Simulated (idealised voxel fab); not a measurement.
process module | voxel capacitor over wiring
cross-section cut | 245 nm wide | cells 5 nm
A cross-section is a grid of square cells, given in bands from the top down. A band is one or more rows of cells.
Each band's line starts with the height of the band's top and of its bottom, in nm. Then come its materials from left to right, each with its width in nm. One material with "throughout" fills the band from edge to edge. "air" is empty space.
Height 0 is the level under which the wafer as received is all one material. The lowest band goes on downwards, as in "0 down".
A width such as "30 to 40" changes by the same amount from each row of cells to the next, from the band's top row to its bottom row.
"no change" after a step means that no cell of the cross-section changed.
closed voids: empty space of 8 cells or more with no open way to the top, each as width x height at its distance from the left edge, in nm
after a step's settings: what the simulator itself notes on the step
overlay nm, on a step with a mask: how far to the right of its planned place the mask lay; to the left if negative
plan
1 op RECEIVE | material Si
2 op CONFORMAL_DEP | material SiO2 | thk nm 10
3 op DIRECTIONAL_DEP | material TiN | thk nm 5
4 op DIRECTIONAL_DEP | material Ru | thk nm 15
5 op PATTERN | tone cover | mask id METAL_1 | material resist | width nm 20 | pitch nm 85 | thk nm 20 | overlay nm 0
6 op DIRECTIONAL_ETCH | etch materials Ru | depth nm 15
7 op DIRECTIONAL_ETCH | etch materials TiN | depth nm 5
8 op STRIP | etch materials resist
9 op CONFORMAL_DEP | material SiN | thk nm 5
10 op FILL_DEP | material SiO2 | thk nm 10
11 op CMP | height nm 30
12 op CONFORMAL_DEP | material SiCN | thk nm 5
13 op DIRECTIONAL_DEP | material SiO2 | thk nm 15
14 op DIRECTIONAL_DEP | material aC | thk nm 10
15 op PATTERN | tone open | mask id PLUG_1 | material resist | width nm 15 | thk nm 25 | overlay nm 0
16 op DIRECTIONAL_ETCH | etch materials aC | depth nm 10
17 op STRIP | etch materials resist
18 op DIRECTIONAL_ETCH | etch materials SiO2 | depth nm 15
19 op DIRECTIONAL_ETCH | etch materials SiCN | depth nm 5
20 op STRIP | etch materials aC
21 op EPI | material Ru | thk nm 10
22 op EPI | material Ru | thk nm 10
23 op DIRECTIONAL_DEP | material TiN | thk nm 10
24 op DIRECTIONAL_DEP | material SiN | thk nm 5
25 op DIRECTIONAL_DEP | material TiN | thk nm 10
26 op PATTERN | tone cover | mask id UPPER_PLATE | material resist | width nm 70 | thk nm 15 | overlay nm 0
27 op DIRECTIONAL_ETCH | etch materials TiN | depth nm 10
28 op DIRECTIONAL_ETCH | etch materials SiN | depth nm 5
29 op STRIP | etch materials resist
30 op PATTERN | tone cover | mask id LOWER_PLATE | material resist | width nm 80 | thk nm 15 | overlay nm -15
31 op DIRECTIONAL_ETCH | etch materials TiN | depth nm 10
32 op STRIP | etch materials resist
33 op FILL_DEP | material SiO2 | thk nm 20
34 op CMP | height nm 90
35 op PATTERN | tone open | mask id PLUG_2 | material resist | width nm 15 | thk nm 15 | overlay nm 0
36 op DIRECTIONAL_ETCH | etch materials SiO2 | depth nm 15
37 op STRIP | etch materials resist
38 op CONFORMAL_DEP | material TiN | thk nm 5
39 op FILL_DEP | material W | thk nm 10
40 op CMP | height nm 90
41 op CONFORMAL_DEP | material SiN | thk nm 5
varied across the wafers: overlay nm of step 30. The plan shows the first wafer's value. All wafers start alike
first wafer as received, after step 1
  0 down: Si throughout
  closed voids: none
first wafer at the end, after step 41
  95 to 90: SiN throughout
  90 to 80: SiO2 85 | TiN 5 | W 5 | TiN 5 | SiO2 145
  80 to 75: SiO2 85 | TiN 15 | SiO2 145
  75 to 65: SiO2 75 | TiN 60 | SiO2 110
  65 to 60: SiO2 75 | SiN 70 | SiO2 100
  60 to 50: SiO2 55 | TiN 90 | SiO2 100
  50 to 35: SiO2 75 | Ru 15 | SiO2 155
  35 to 30: SiCN 75 | Ru 15 | SiCN 155
  30 to 15: SiO2 65 | SiN 5 | Ru 20 | SiN 5 | SiO2 55 | SiN 5 | Ru 20 | SiN 5 | SiO2 65
  15 to 10: SiN 70 | TiN 20 | SiN 65 | TiN 20 | SiN 70
  10 to 0: SiO2 throughout
  0 down: Si throughout
  closed voids: none
last wafer at the end
  95 to 90: SiN throughout
  90 to 80: SiO2 85 | TiN 5 | W 5 | TiN 5 | SiO2 145
  80 to 75: SiO2 85 | TiN 15 | SiO2 145
  75 to 65: SiO2 85 | TiN 60 | SiO2 100
  65 to 60: SiO2 75 | SiN 70 | SiO2 100
  60 to 50: SiO2 75 | TiN 90 | SiO2 80
  50 to 35: SiO2 75 | Ru 15 | SiO2 155
  35 to 30: SiCN 75 | Ru 15 | SiCN 155
  30 to 15: SiO2 65 | SiN 5 | Ru 20 | SiN 5 | SiO2 55 | SiN 5 | Ru 20 | SiN 5 | SiO2 65
  15 to 10: SiN 70 | TiN 20 | SiN 65 | TiN 20 | SiN 70
  10 to 0: SiO2 throughout
  0 down: Si throughout
  closed voids: none
each wafer at the end: cells of each material gained (+) or lost (-) since it was received, then its closed voids
overlay nm -15 | +36 Ru | +46 SiCN | +116 SiN | +656 SiO2 | +75 TiN | +2 W | closed voids: none
overlay nm -10 | +36 Ru | +46 SiCN | +116 SiN | +656 SiO2 | +75 TiN | +2 W | closed voids: none
overlay nm -5 | +36 Ru | +46 SiCN | +116 SiN | +656 SiO2 | +75 TiN | +2 W | closed voids: none
overlay nm 0 | +36 Ru | +46 SiCN | +116 SiN | +656 SiO2 | +75 TiN | +2 W | closed voids: none
overlay nm 5 | +36 Ru | +46 SiCN | +116 SiN | +656 SiO2 | +75 TiN | +2 W | closed voids: none
overlay nm 10 | +36 Ru | +46 SiCN | +116 SiN | +656 SiO2 | +75 TiN | +2 W | closed voids: none
overlay nm 15 | +36 Ru | +46 SiCN | +116 SiN | +656 SiO2 | +75 TiN | +2 W | closed voids: none
